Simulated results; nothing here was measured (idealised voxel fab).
This section sets out a process module, namely voxel air gaps.
This is section cut - it's 230 nm across, gridded in 5 nm square cells.
How to read a cross-section here: the picture is a grid of square cells, written as bands going from the top down, and any band can span one or more rows of cells.
Read a band's entry like this: the first values are the height of its top and the height of its bottom in nm, and what follows is the sequence of materials from left to right, each with its width in nm. Note that "blank" is empty space, and that a single material marked "edge to edge" reaches across the band from edge to edge.
Height reference: 0 = level under which incoming wafer is all one material. Lowest band: no bottom, runs on downward, e.g. "0 and below".
Quick explanation for "30..40": the width changes in equal steps down the rows of cells, from the first number in the band's top row to the second number in its bottom row.
For the purposes of this document, the phrase "nothing was modified" attached to a step denotes that no cell within the cross-section was modified by that step.
"Sealed void inventory" specifies each empty space that is not open to the top and that occupies no fewer than 8 cells, using the form width x height at distance, the distance measured from the left edge and all three quantities in nm.
Step line, after settings: the simulator's comment on this step.
When a step includes a mask, the "overlay nm" setting on its line states how far to the right of its planned place that mask lay, and negative values state how far to the left.
-- This section lists the process steps that were planned
step 1: RECEIVE, material Si
step 2: CONFORMAL_DEP, material SiO2, thk nm 10
step 3: CONFORMAL_DEP, material SiN, thk nm 5
step 4: DIRECTIONAL_DEP, material lowk, thk nm 40
step 5: DIRECTIONAL_DEP, material aC, thk nm 15
step 6: PATTERN, tone open, mask id LINES, material resist, width nm 20, pitch nm 45, thk nm 30, overlay nm 0
step 7: DIRECTIONAL_ETCH, etch materials aC, depth nm 15
step 8: STRIP, etch materials resist
step 9: DIRECTIONAL_ETCH, etch materials lowk, depth nm 40
step 10: STRIP, etch materials aC
step 11: CONFORMAL_DEP, material TiN, thk nm 5
step 12: FILL_DEP, material Cu, thk nm 5
step 13: CMP, height nm 55
step 14: EPI, material Ru, thk nm 10
step 15: SELECTIVE_ETCH, etch materials lowk, depth nm 50
step 16: CONFORMAL_DEP, material SiCN, thk nm 5
-- So, the first of our two wafers, run just as we planned it
-- This is the cross-section of the wafer as we received it, i.e. after step 1
- 0 and below | Si edge to edge
- Sealed void inventory: none
-- The following cross-section depicts the wafer upon completion of step 2
- 10 down to 0 | SiO2 edge to edge
- Whatever lies below 0 is exactly as it was before.
-- The following cross-section depicts the wafer upon completion of step 3
- 15 down to 10 | SiN edge to edge
- Whatever lies below 10 is exactly as it was before.
-- The following cross-section depicts the wafer upon completion of step 4
- 55 down to 15 | lowk edge to edge
- Whatever lies below 15 is exactly as it was before.
-- The following cross-section depicts the wafer upon completion of step 5
- 70 down to 55 | aC edge to edge
- Whatever lies below 55 is exactly as it was before.
-- The following cross-section depicts the wafer upon completion of step 6
- 100 down to 70 | resist 60 nm  blank 20 nm  resist 25 nm  blank 20 nm  resist 25 nm  blank 20 nm  resist 60 nm
- Whatever lies below 70 is exactly as it was before.
-- The following cross-section depicts the wafer upon completion of step 7
- 85 down to 70 | resist 60 nm  blank 20 nm  resist 25 nm  blank 20 nm  resist 25 nm  blank 20 nm  resist 60 nm
- 70 down to 55 | aC 60 nm  blank 20 nm  aC 25 nm  blank 20 nm  aC 25 nm  blank 20 nm  aC 60 nm
- Whatever lies below 55 is exactly as it was before.
-- The following cross-section depicts the wafer upon completion of step 8
- 70 down to 55 | aC 60 nm  blank 20 nm  aC 25 nm  blank 20 nm  aC 25 nm  blank 20 nm  aC 60 nm
- Whatever lies below 55 is exactly as it was before.
-- The following cross-section depicts the wafer upon completion of step 9
- 70 down to 55 | aC 60 nm  blank 20 nm  aC 25 nm  blank 20 nm  aC 25 nm  blank 20 nm  aC 60 nm
- 55 down to 15 | lowk 60 nm  blank 20 nm  lowk 25 nm  blank 20 nm  lowk 25 nm  blank 20 nm  lowk 60 nm
- Whatever lies below 15 is exactly as it was before.
-- The following cross-section depicts the wafer upon completion of step 10
- 55 down to 15 | lowk 60 nm  blank 20 nm  lowk 25 nm  blank 20 nm  lowk 25 nm  blank 20 nm  lowk 60 nm
- Whatever lies below 15 is exactly as it was before.
-- The following cross-section depicts the wafer upon completion of step 11
- 60 down to 55 | TiN 65 nm  blank 10 nm  TiN 35 nm  blank 10 nm  TiN 35 nm  blank 10 nm  TiN 65 nm
- 55 down to 20 | lowk 60 nm  TiN 5 nm  blank 10 nm  TiN 5 nm  lowk 25 nm  TiN 5 nm  blank 10 nm  TiN 5 nm  lowk 25 nm  TiN 5 nm  blank 10 nm  TiN 5 nm  lowk 60 nm
- 20 down to 15 | lowk 60 nm  TiN 20 nm  lowk 25 nm  TiN 20 nm  lowk 25 nm  TiN 20 nm  lowk 60 nm
- Whatever lies below 15 is exactly as it was before.
-- The following cross-section depicts the wafer upon completion of step 12
- 65 down to 60 | Cu edge to edge
- 60 down to 55 | TiN 65 nm  Cu 10 nm  TiN 35 nm  Cu 10 nm  TiN 35 nm  Cu 10 nm  TiN 65 nm
- 55 down to 20 | lowk 60 nm  TiN 5 nm  Cu 10 nm  TiN 5 nm  lowk 25 nm  TiN 5 nm  Cu 10 nm  TiN 5 nm  lowk 25 nm  TiN 5 nm  Cu 10 nm  TiN 5 nm  lowk 60 nm
- Whatever lies below 20 is exactly as it was before.
-- The following cross-section depicts the wafer upon completion of step 13
- 55 down to 20 | lowk 60 nm  TiN 5 nm  Cu 10 nm  TiN 5 nm  lowk 25 nm  TiN 5 nm  Cu 10 nm  TiN 5 nm  lowk 25 nm  TiN 5 nm  Cu 10 nm  TiN 5 nm  lowk 60 nm
- Whatever lies below 20 is exactly as it was before.
-- The following cross-section depicts the wafer upon completion of step 14
- 65 down to 55 | blank 50 nm  Ru 40 nm  blank 5 nm  Ru 40 nm  blank 5 nm  Ru 40 nm  blank 50 nm
- Whatever lies below 55 is exactly as it was before.
-- The following cross-section depicts the wafer upon completion of step 15
- 65 down to 55 | blank 50 nm  Ru 40 nm  blank 5 nm  Ru 40 nm  blank 5 nm  Ru 40 nm  blank 50 nm
- 55 down to 20 | blank 60 nm  TiN 5 nm  Cu 10 nm  TiN 5 nm  blank 25 nm  TiN 5 nm  Cu 10 nm  TiN 5 nm  blank 25 nm  TiN 5 nm  Cu 10 nm  TiN 5 nm  blank 60 nm
- 20 down to 15 | blank 60 nm  TiN 20 nm  blank 25 nm  TiN 20 nm  blank 25 nm  TiN 20 nm  blank 60 nm
- Whatever lies below 15 is exactly as it was before.
-- The following cross-section depicts the wafer upon completion of step 16
- 70 down to 65 | blank 45 nm  SiCN 140 nm  blank 45 nm
- 65 down to 55 | blank 45 nm  SiCN 5 nm  Ru 40 nm  SiCN 5 nm  Ru 40 nm  SiCN 5 nm  Ru 40 nm  SiCN 5 nm  blank 45 nm
- 55 down to 50 | blank 45 nm  SiCN 15 nm  TiN 5 nm  Cu 10 nm  TiN 5 nm  SiCN 25 nm  TiN 5 nm  Cu 10 nm  TiN 5 nm  SiCN 25 nm  TiN 5 nm  Cu 10 nm  TiN 5 nm  SiCN 15 nm  blank 45 nm
- 50 down to 20 | blank 55 nm  SiCN 5 nm  TiN 5 nm  Cu 10 nm  TiN 5 nm  SiCN 5 nm  blank 15 nm  SiCN 5 nm  TiN 5 nm  Cu 10 nm  TiN 5 nm  SiCN 5 nm  blank 15 nm  SiCN 5 nm  TiN 5 nm  Cu 10 nm  TiN 5 nm  SiCN 5 nm  blank 55 nm
- 20 down to 15 | SiCN 60 nm  TiN 20 nm  SiCN 25 nm  TiN 20 nm  SiCN 25 nm  TiN 20 nm  SiCN 60 nm
- Whatever lies below 15 is exactly as it was before.
- Sealed void inventory: 15 x 30 at 85; 15 x 30 at 130
-- Second wafer. Start and plan as for the first. One mistake made in running. Agrees with the first up to and including step 15
X-section, second wafer, when step 16 was due to finish: nothing was modified
Want to know what went wrong? step 16 from the plan never happened, it was just skipped
Heads up, by the end the second wafer has more or fewer cells of some materials compared to the first: 122 fewer of SiCN
Closed voids, final: 2 / 0 (first wafer / second wafer).
